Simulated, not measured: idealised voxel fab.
Process module under the name voxel spacer lines
185 nm wide, 5 nm square cells: that's cross-section cut.
Heads up, the way a cross-section reads in here is a grid of square cells, handed over as bands from the top down, with every band being one or more rows of cells.
Look at the band entry: it leads with the top's height and the bottom's height in nm. Then it lists the materials left to right, with a width in nm for each. The word "full width" on a single material says that material fills the band edge to edge. The word "blank" is empty space.
Where do heights start? At 0: under that level the wafer as delivered is made of one material only. And the lowest band has no floor; it just carries on downward, as in "0..down".
The expression "30..40" gives the width at the extremes of the band, the first number at its top row of cells and the second at its bottom row, with the width changing by equal amounts from each row to the next in between.
Key: "no modifications" - step with no changed cell in the cross-section.
Reported under the label "Closed void catalog" are the empty spaces having no open way to the top and comprising 8 cells or more; the notation for each is width x height at distance, in which the distance is measured from the left edge and all three values are in nm.
On a step's line, text after the settings is the simulator commenting on that step.
overlay nm: on a step with a mask, how far right of its planned place the mask lay; negative means left.
-- Steps in the process plan
step 1: RECEIVE (material Si)
step 2: CONFORMAL_DEP (material Al2O3; thk nm 10)
step 3: DIRECTIONAL_DEP (material SiN; thk nm 10)
step 4: DIRECTIONAL_DEP (material polySi; thk nm 30)
step 5: PATTERN (tone cover; mask id MANDREL; material resist; width nm 20; pitch nm 60; thk nm 40; overlay nm 0)
step 6: DIRECTIONAL_ETCH (etch materials polySi; depth nm 30)
step 7: STRIP (etch materials resist)
step 8: CONFORMAL_DEP (material SiO2; thk nm 10)
step 9: DIRECTIONAL_ETCH (etch materials SiO2; depth nm 10)
step 10: STRIP (etch materials polySi)
step 11: DIRECTIONAL_ETCH (etch materials SiN; depth nm 10)
step 12: STRIP (etch materials SiO2)
-- Wafer at receipt (post step 1), cross-section
> 0..down: Si full width
> Closed void catalog: none
-- Cross-sectional image of the first of two wafers at the end of the module, the run having proceeded as planned
> 20..10: blank=10; SiN=10; blank=20; SiN=10; blank=20; SiN=10; blank=20; SiN=10; blank=20; SiN=10; blank=20; SiN=10; blank=15
> 10..0: Al2O3 full width
> 0..down: Si full width
> Closed void catalog: none
-- Second wafer cross-section at end of module - shared start and plan with the first, one mistake in the run
> 20..10: blank=15; SiN=10; blank=20; SiN=10; blank=20; SiN=10; blank=20; SiN=10; blank=20; SiN=10; blank=20; SiN=10; blank=10
> 10..0: Al2O3 full width
> 0..down: Si full width
> Closed void catalog: none
Misprocessing identified: step 5 off recipe, ran as PATTERN (tone cover; mask id MANDREL; material resist; width nm 20; pitch nm 60; thk nm 40; overlay nm 5)
Comparing end states, the material composition by cell count is preserved from the first wafer to the second, while the locations of the cells are not.
